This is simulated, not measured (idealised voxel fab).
The process module that follows is named voxel gate over fins.
For reference, the cross-section in this document is cut, with width 155 nm and square cells of 5 nm.
Think of the cross-section as a grid of square cells. We describe it in bands, top to bottom, and each band covers one or more rows of those cells. The band entry comprises the height of the band's top followed by the height of its bottom, expressed in nm, and subsequently the band's materials from left to right, each stated together with its width in nm. Where a single material is marked with the word "throughout", that material fills the band from edge to edge. The word "empty" represents empty space. Heights from 0 (as-received wafer is one material below). Bottom band endless downward, as "from 0 down". With a width like "30->40", each row of cells in the band differs from the next by the same amount, the top row carrying the first number and the bottom row the second. For the purposes of this document, the phrase "nothing altered" attached to a step denotes that no cell within the cross-section was modified by that step. For the entry "Trapped cavities", the listed items are empty spaces with no open way to the top whose size is 8 cells or more; each item follows the pattern width x height at distance, where distance is from the left edge and all three are in nm. On a step's line, text after the settings is the simulator commenting on that step. The optional step-line setting "overlay nm" applies to steps with a mask and quantifies how far to the right of its planned location the mask lay, a negative value indicating leftward placement.
[The following list gives the planned process steps]
- 1: RECEIVE (material Si)
- 2: CONFORMAL_DEP (material SiN; thk nm 10)
- 3: DIRECTIONAL_DEP (material aC; thk nm 10)
- 4: PATTERN (tone cover; mask id FINS; material resist; width nm 15; pitch nm 35; thk nm 30; overlay nm 0)
- 5: DIRECTIONAL_ETCH (etch materials aC; depth nm 10)
- 6: STRIP (etch materials resist)
- 7: DIRECTIONAL_ETCH (etch materials SiN; depth nm 5)
- 8: DIRECTIONAL_ETCH (etch materials Si; depth nm 40)
- 9: STRIP (etch materials aC)
- 10: FILL_DEP (material SiO2; thk nm 10)
- 11: CMP (height nm 10)
- 12: SELECTIVE_ETCH (etch materials SiO2; depth nm 20)
- 13: STRIP (etch materials SiN)
- 14: CONFORMAL_DEP (material HfO2; thk nm 5)
- 15: CONFORMAL_DEP (material TiN; thk nm 5)
- 16: CONFORMAL_DEP (material TiAl; thk nm 5)
- 17: CONFORMAL_DEP (material TiN; thk nm 5)
- 18: FILL_DEP (material W; thk nm 15)
- 19: CMP (height nm 30)
- 20: CONFORMAL_DEP (material SiN; thk nm 5)
Among the wafers covered here, the point of difference is the depth nm at step 7; their starting state is shared, and the plan presents the value of the first wafer.
[First of several wafers (as received, post step 1), cross-sectional view]
    from 0 down | Si throughout
    Trapped cavities: none
[Per-wafer rows below. For each material: cells gained (+) or lost (-) since the wafer was received, as of end of module. Then: closed voids]
depth nm 5, +31 HfO2, +31 SiN, +31 TiAl, +62 TiN, +62 W, Trapped cavities: none
depth nm 10, +43 HfO2, -176 Si, +31 SiN, +132 SiO2, +35 TiAl, +78 TiN, +74 W, Trapped cavities: none
depth nm 15, +43 HfO2, -176 Si, +31 SiN, +132 SiO2, +35 TiAl, +78 TiN, +74 W, Trapped cavities: none
depth nm 20, +43 HfO2, -176 Si, +31 SiN, +132 SiO2, +35 TiAl, +78 TiN, +74 W, Trapped cavities: none
depth nm 25, +43 HfO2, -176 Si, +31 SiN, +132 SiO2, +35 TiAl, +78 TiN, +74 W, Trapped cavities: none
